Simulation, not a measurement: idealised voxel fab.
The name of this process module is voxel self aligned contacts.
Each square cell in cross-section cut measures 5 nm, and the section as a whole is 240 nm wide.
Each cross-section below is a grid of square cells, stated as bands in top-down order, with one or more rows of cells making up each band. Read a band's entry like this: the first values are the height of its top and the height of its bottom in nm, and what follows is the sequence of materials from left to right, each with its width in nm. Note that "blank" is empty space, and that a single material marked "everywhere" reaches across the band from edge to edge. The level at which height equals 0 is the one under which the wafer, as it arrives, is entirely one material. No lower edge exists for the bottom band, which continues downward and is notated as in "0 nm and below". A two-number width, for instance "30->40", indicates that the width is equal to the first number in the top row of the band and to the second number in the bottom row, and that it changes by a constant amount per row of cells. Any step labelled "nothing different" changed none of the cells in the cross-section. Reported under the label "Cavities, sealed" are the empty spaces having no open way to the top and comprising 8 cells or more; the notation for each is width x height at distance, in which the distance is measured from the left edge and all three values are in nm. On each step's line, the part that comes after the settings is the simulator's own comment on the step. You can add "overlay nm" to a step's line. For a step with a mask, it describes how far the mask lay to the right of its planned position, and a negative number describes a lay to the left.
THE PLANNED PROCESS STEPS ARE ENUMERATED HEREUNDER
1: op RECEIVE | material Si
2: op OXIDIZE | depth nm 5
3: op DIRECTIONAL_DEP | material polySi | thk nm 30
4: op DIRECTIONAL_DEP | material SiN | thk nm 15
5: op MASKED_ETCH | tone cover | mask id GATE | width nm 30 | pitch nm 60 | etch materials SiN | depth nm 15 | overlay nm 0
6: op MASKED_ETCH | tone cover | mask id GATE | width nm 30 | pitch nm 60 | etch materials polySi | depth nm 30 | overlay nm 0
7: op CONFORMAL_DEP | material SiN | thk nm 5
8: op DIRECTIONAL_ETCH | etch materials SiN | depth nm 5
9: op FILL_DEP | material SiO2 | thk nm 20
10: op CMP | height nm 55
11: op DIRECTIONAL_DEP | material aC | thk nm 15
12: op PATTERN | tone open | mask id CONTACT | material resist | width nm 40 | thk nm 30 | overlay nm 0
13: op DIRECTIONAL_ETCH | etch materials aC | depth nm 15
14: op STRIP | etch materials resist
15: op DIRECTIONAL_ETCH | etch materials SiO2 | depth nm 60
16: op STRIP | etch materials aC
17: op CONFORMAL_DEP | material TiN | thk nm 5
18: op FILL_DEP | material Ru | thk nm 5
19: op CMP | height nm 55
20: op CONFORMAL_DEP | material SiCN | thk nm 5
RECEIVED-STATE CROSS-SECTION, REFLECTING COMPLETION OF STEP 1
    0 nm and below | Si everywhere
    Cavities, sealed: none
LOOKING AT THE FIRST OF TWO WAFERS IN CROSS-SECTION AT END OF MODULE - RAN TO PLAN
    60 nm to 55 nm | SiCN everywhere
    55 nm to 45 nm | 100 SiO2 / 5->15 TiN / 30->10 Ru / 5->15 TiN / 100 SiO2
    45 nm to 30 nm | 70 SiO2 / 40 SiN / 5 TiN / 10 Ru / 5 TiN / 40 SiN / 70 SiO2
    30 nm to 0 nm | 70 SiO2 / 5 SiN / 30 polySi / 5 SiN / 5 TiN / 10 Ru / 5 TiN / 5 SiN / 30 polySi / 5 SiN / 70 SiO2
    0 nm to -5 nm | 110 SiO2 / 20 TiN / 110 SiO2
    -5 nm and below | Si everywhere
    Cavities, sealed: none
THIS IS THE SECOND OF THE TWO WAFERS, CROSS-SECTIONED AT THE END OF THE MODULE; IT STARTED EXACTLY LIKE THE FIRST AND WAS GIVEN THE SAME PLAN, BUT IT WAS RUN WITH ONE MISTAKE
    60 nm to 55 nm | SiCN everywhere
    55 nm to 45 nm | 100 SiO2 / 5 TiN / 30 Ru / 5 TiN / 100 SiO2
    45 nm to 40 nm | 100 SiO2 / 10 TiN / 20 Ru / 10 TiN / 100 SiO2
    40 nm to 30 nm | 75 SiO2 / 30 SiN / 5 TiN / 20 Ru / 5 TiN / 30 SiN / 75 SiO2
    30 nm to 0 nm | 75 SiO2 / 30 polySi / 5 TiN / 20 Ru / 5 TiN / 30 polySi / 75 SiO2
    0 nm to -5 nm | 105 SiO2 / 30 TiN / 105 SiO2
    -5 nm and below | Si everywhere
    Cavities, sealed: none
Misprocessing identified: step 7 of the plan never got run, it was skipped over
at the end the second wafer has, in cells: 22 more of Ru, 48 fewer of SiN, 26 more of SiO2
